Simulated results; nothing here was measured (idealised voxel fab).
process module | voxel capacitor over wiring
cross-section cut | 285 nm wide | cells 5 nm
A cross-section is a grid of square cells, given in bands from the top down. A band is one or more rows of cells.
Each band's line starts with the height of the band's top and of its bottom, in nm. Then come its materials from left to right, each with its width in nm. One material with "throughout" fills the band from edge to edge. "air" is empty space.
Height 0 is the level under which the wafer as received is all one material. The lowest band goes on downwards, as in "0 down".
A width such as "30 to 40" changes by the same amount from each row of cells to the next, from the band's top row to its bottom row.
"no change" after a step means that no cell of the cross-section changed.
closed voids: empty space of 8 cells or more with no open way to the top, each as width x height at its distance from the left edge, in nm
after a step's settings: what the simulator itself notes on the step
overlay nm, on a step with a mask: how far to the right of its planned place the mask lay; to the left if negative
plan
1 op RECEIVE | material Si
2 op CONFORMAL_DEP | material SiO2 | thk nm 15
3 op CONFORMAL_DEP | material SiN | thk nm 5
4 op DIRECTIONAL_DEP | material SiO2 | thk nm 20
5 op MASKED_ETCH | tone open | mask id METAL_1 | width nm 25 | pitch nm 80 | etch materials SiO2 | depth nm 20 | overlay nm 0
6 op MASKED_ETCH | tone open | mask id METAL_1 | width nm 25 | pitch nm 80 | etch materials SiN | depth nm 5 | overlay nm 0
7 op CONFORMAL_DEP | material TiN | thk nm 5
8 op FILL_DEP | material W | thk nm 5
9 op CMP | height nm 40
10 op CONFORMAL_DEP | material SiCN | thk nm 5
11 op DIRECTIONAL_DEP | material SiO2 | thk nm 20
12 op PATTERN | tone open | mask id PLUG_1 | material resist | width nm 15 | thk nm 20 | overlay nm 0
13 op DIRECTIONAL_ETCH | etch materials SiO2 | depth nm 20
14 op DIRECTIONAL_ETCH | etch materials SiCN | depth nm 5
15 op STRIP | etch materials resist
16 op CONFORMAL_DEP | material TiN | thk nm 5
17 op FILL_DEP | material Ru | thk nm 10
18 op CMP | height nm 65
19 op DIRECTIONAL_DEP | material TiN | thk nm 5
20 op DIRECTIONAL_DEP | material HfO2 | thk nm 5
21 op DIRECTIONAL_DEP | material TiN | thk nm 5
22 op DIRECTIONAL_DEP | material aC | thk nm 15
23 op PATTERN | tone cover | mask id UPPER_PLATE | material resist | width nm 60 | thk nm 35 | overlay nm 0
24 op DIRECTIONAL_ETCH | etch materials aC | depth nm 15
25 op STRIP | etch materials resist
26 op DIRECTIONAL_ETCH | etch materials TiN | depth nm 5
27 op DIRECTIONAL_ETCH | etch materials HfO2 | depth nm 5
28 op STRIP | etch materials aC
29 op DIRECTIONAL_DEP | material aC | thk nm 15
30 op PATTERN | tone cover | mask id LOWER_PLATE | material resist | width nm 70 | thk nm 30 | overlay nm 0
31 op DIRECTIONAL_ETCH | etch materials aC | depth nm 15
32 op STRIP | etch materials resist
33 op DIRECTIONAL_ETCH | etch materials TiN | depth nm 5
34 op STRIP | etch materials aC
35 op FILL_DEP | material SiO2 | thk nm 20
36 op CMP | height nm 95
37 op PATTERN | tone open | mask id PLUG_2 | material resist | width nm 15 | thk nm 20 | overlay nm 0
38 op DIRECTIONAL_ETCH | etch materials SiO2 | depth nm 15
39 op STRIP | etch materials resist
40 op CONFORMAL_DEP | material TiN | thk nm 5
41 op FILL_DEP | material Cu | thk nm 10
42 op CMP | height nm 95
43 op CONFORMAL_DEP | material SiN | thk nm 5
as received, after step 1
  0 down: Si throughout
  closed voids: none
first wafer at the end, as planned
  100 to 95: SiN throughout
  95 to 85: SiO2 110 | TiN 5 | Cu 5 | TiN 5 | SiO2 160
  85 to 75: SiO2 110 to 100 | TiN 15 to 60 | SiO2 160 to 125
  75 to 70: SiO2 100 | HfO2 60 | SiO2 125
  70 to 65: SiO2 95 | TiN 70 | SiO2 120
  65 to 45: SiO2 100 | TiN 5 | Ru 5 | TiN 5 | SiO2 170
  45 to 40: SiCN 100 | TiN 15 | SiCN 170
  40 to 20: SiO2 90 | TiN 5 | W 15 | TiN 5 | SiO2 55 | TiN 5 | W 15 | TiN 5 | SiO2 90
  20 to 15: SiN 90 | TiN 25 | SiN 55 | TiN 25 | SiN 90
  15 to 0: SiO2 throughout
  0 down: Si throughout
  closed voids: none
second wafer at the end: like start, like plan, one mistake
  100 to 95: SiN throughout
  95 to 85: SiO2 110 | TiN 5 | Cu 5 | TiN 5 | SiO2 160
  85 to 75: SiO2 110 to 100 | TiN 15 to 60 | SiO2 160 to 125
  75 to 70: SiO2 100 | HfO2 60 | SiO2 125
  70 to 65: SiO2 100 | TiN 70 | SiO2 115
  65 to 45: SiO2 100 | TiN 5 | Ru 5 | TiN 5 | SiO2 170
  45 to 40: SiCN 100 | TiN 15 | SiCN 170
  40 to 20: SiO2 90 | TiN 5 | W 15 | TiN 5 | SiO2 55 | TiN 5 | W 15 | TiN 5 | SiO2 90
  20 to 15: SiN 90 | TiN 25 | SiN 55 | TiN 25 | SiN 90
  15 to 0: SiO2 throughout
  0 down: Si throughout
  closed voids: none
what went wrong: step 30 ran as: op PATTERN | tone cover | mask id LOWER_PLATE | material resist | width nm 70 | thk nm 30 | overlay nm 5
at the end the second wafer has, in cells: as many of each material as the first, in other places
